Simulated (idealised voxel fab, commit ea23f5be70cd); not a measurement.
Process module, titled voxel self aligned vias
Section cut is 195 nm wide and gridded with 5 nm square cells.
Reading order for cross-sections: top band down to bottom band. Underlying form: a grid of square cells. Band size: one or more rows of cells. The band entry comprises the height of the band's top followed by the height of its bottom, expressed in nm, and subsequently the band's materials from left to right, each stated together with its width in nm. Where a single material is marked with the word "full width", that material fills the band from edge to edge. The word "blank" represents empty space. For the purposes of this specification, 0 denotes the height below which the wafer in its as-received condition is composed wholly of one material, and the lowermost band, lacking a lower limit, extends downward without end, as expressed in "z 0 and below". A width such as "30..40" changes by the same amount from each row of cells to the next, from the band's top row to its bottom row. It should be understood that the words "nothing changed", when stated for a given step, signify that the cross-section underwent no change in any of its cells during that step. The label "Voids lacking openings" introduces a list of the empty spaces, 8 cells or larger, that have no open way up to the top; each entry in it reads width x height at distance, where the distance is taken from the left edge and all three are stated in nm. Formally, on a step line, whatever follows the settings is a remark that the simulator itself makes on the step. "overlay nm" on a masked step: distance the mask lay right of its planned place, negative for left.

Planned step list for the process:
step 1: RECEIVE [material Si]
step 2: CONFORMAL_DEP [material SiO2] [thk nm 10]
step 3: CONFORMAL_DEP [material SiCN] [thk nm 5]
step 4: DIRECTIONAL_DEP [material lowk] [thk nm 25]
step 5: PATTERN [tone open] [mask id LINES] [material resist] [width nm 25] [pitch nm 65] [thk nm 15] [overlay nm 0]
step 6: DIRECTIONAL_ETCH [etch materials lowk] [depth nm 25]
step 7: STRIP [etch materials resist]
step 8: CONFORMAL_DEP [material TiN] [thk nm 5]
step 9: FILL_DEP [material W] [thk nm 5]
step 10: CMP [height nm 40]
step 11: SELECTIVE_ETCH [etch materials W Ru TiN] [depth nm 5]
step 12: FILL_DEP [material SiN] [thk nm 5]
step 13: CMP [height nm 40]
step 14: DIRECTIONAL_DEP [material lowk] [thk nm 20]
step 15: PATTERN [tone open] [mask id VIAS] [material resist] [width nm 35] [pitch nm 65] [thk nm 15] [overlay nm 0]
step 16: DIRECTIONAL_ETCH [etch materials lowk] [depth nm 20]
step 17: DIRECTIONAL_ETCH [etch materials SiN] [depth nm 5]
step 18: STRIP [etch materials resist]
step 19: CONFORMAL_DEP [material TiN] [thk nm 5]
step 20: FILL_DEP [material Ru] [thk nm 10]
step 21: CMP [height nm 60]
step 22: CONFORMAL_DEP [material SiCN] [thk nm 5]

Cross-section, incoming material, after step 1:
z 0 and below = Si full width
Voids lacking openings: none

First of two wafers, end-of-module section, run followed plan:
z 65 to 60 = SiCN full width
z 60 to 45 = lowk (45), then TiN (5), then Ru (25), then TiN (5), then lowk (30), then TiN (5), then Ru (25), then TiN (5), then lowk (50)
z 45 to 40 = lowk (45), then TiN (10), then Ru (15), then TiN (10), then lowk (30), then TiN (10), then Ru (15), then TiN (10), then lowk (50)
z 40 to 35 = lowk (50), then TiN (25), then lowk (40), then TiN (25), then lowk (55)
z 35 to 20 = lowk (50), then TiN (5), then W (15), then TiN (5), then lowk (40), then TiN (5), then W (15), then TiN (5), then lowk (55)
z 20 to 15 = lowk (50), then TiN (25), then lowk (40), then TiN (25), then lowk (55)
z 15 to 10 = SiCN full width
z 10 to 0 = SiO2 full width
z 0 and below = Si full width
Voids lacking openings: none

second wafer at the end: like start, like plan, one mistake:
z 65 to 60 = SiCN full width
z 60 to 40 = lowk (45), then TiN (5), then Ru (25), then TiN (5), then lowk (30), then TiN (5), then Ru (25), then TiN (5), then lowk (50)
z 40 to 35 = SiN (45), then TiN (35), then SiN (30), then TiN (35), then SiN (50)
z 35 to 30 = TiN (55), then W (15), then TiN (50), then W (15), then TiN (60)
z 30 to 10 = lowk (50), then TiN (5), then W (15), then TiN (5), then lowk (40), then TiN (5), then W (15), then TiN (5), then lowk (55)
z 10 to 5 = lowk (50), then TiN (25), then lowk (40), then TiN (25), then lowk (55)
z 5 to 0 = SiCN full width
z 0 and below = Si full width
Voids lacking openings: none
Deviation from plan: skipped: plan step 2 (never run)
It is noted that, at the conclusion of processing, the second wafer exhibits a higher or lower cell count for certain materials relative to the first: 4 more of Ru; 25 more of SiN; 78 fewer of SiO2; 37 more of TiN; 12 more of W
